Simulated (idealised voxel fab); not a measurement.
process module | voxel fin reveal
cross-section cut | 140 nm wide | cells 5 nm
A cross-section is a grid of square cells, given in bands from the top down. A band is one or more rows of cells.
Each band's line starts with the height of the band's top and of its bottom, in nm. Then come its materials from left to right, each with its width in nm. One material with "throughout" fills the band from edge to edge. "air" is empty space.
Height 0 is the level under which the wafer as received is all one material. The lowest band goes on downwards, as in "0 down".
A width such as "30 to 40" changes by the same amount from each row of cells to the next, from the band's top row to its bottom row.
"no change" after a step means that no cell of the cross-section changed.
closed voids: empty space of 8 cells or more with no open way to the top, each as width x height at its distance from the left edge, in nm
after a step's settings: what the simulator itself notes on the step
overlay nm, on a step with a mask: how far to the right of its planned place the mask lay; to the left if negative
plan
1 op RECEIVE | material Si
2 op CONFORMAL_DEP | material SiN | thk nm 10
3 op MASKED_ETCH | tone cover | mask id FINS | width nm 15 | pitch nm 35 | etch materials SiN | depth nm 10 | overlay nm 0
4 op MASKED_ETCH | tone cover | mask id FINS | width nm 15 | pitch nm 35 | etch materials Si | depth nm 30 | overlay nm 0
5 op FILL_DEP | material SiO2 | thk nm 5
6 op CMP | height nm 10
7 op SELECTIVE_ETCH | etch materials SiO2 | depth nm 25
8 op STRIP | etch materials SiN
first wafer, as planned
as received, after step 1
  0 down: Si throughout
  closed voids: none
after step 2
  10 to 0: SiN throughout
  below 0: unchanged
after step 3
  10 to 0: air 45 | SiN 15 | air 20 | SiN 15 | air 45
  below 0: unchanged
after step 4
  10 to 0: air 45 | SiN 15 | air 20 | SiN 15 | air 45
  0 to -30: air 45 | Si 15 | air 20 | Si 15 | air 45
  below -30: unchanged
after step 5
  15 to 10: SiO2 throughout
  10 to 0: SiO2 45 | SiN 15 | SiO2 20 | SiN 15 | SiO2 45
  0 to -30: SiO2 45 | Si 15 | SiO2 20 | Si 15 | SiO2 45
  below -30: unchanged
after step 6
  10 to 0: SiO2 45 | SiN 15 | SiO2 20 | SiN 15 | SiO2 45
  below 0: unchanged
after step 7
  10 to 0: air 45 | SiN 15 | air 20 | SiN 15 | air 45
  0 to -15: air 45 | Si 15 | air 20 | Si 15 | air 45
  below -15: unchanged
after step 8
  0 to -15: air 45 | Si 15 | air 20 | Si 15 | air 45
  below -15: unchanged
second wafer: like start, like plan, one mistake. Through step 6 it matches the first wafer
when step 7 should have ended
  10 to 0: SiO2 45 | air 15 | SiO2 20 | air 15 | SiO2 45
  below 0: unchanged
when step 8 should have ended
  0 to -15: air 45 | Si 15 | air 20 | Si 15 | air 45
  -15 to -25: SiO2 20 | air 25 | Si 15 | air 20 | Si 15 | air 25 | SiO2 20
  below -25: unchanged
what went wrong: steps 7 and 8 were swapped
at the end the second wafer has, in cells: 28 fewer of SiO2
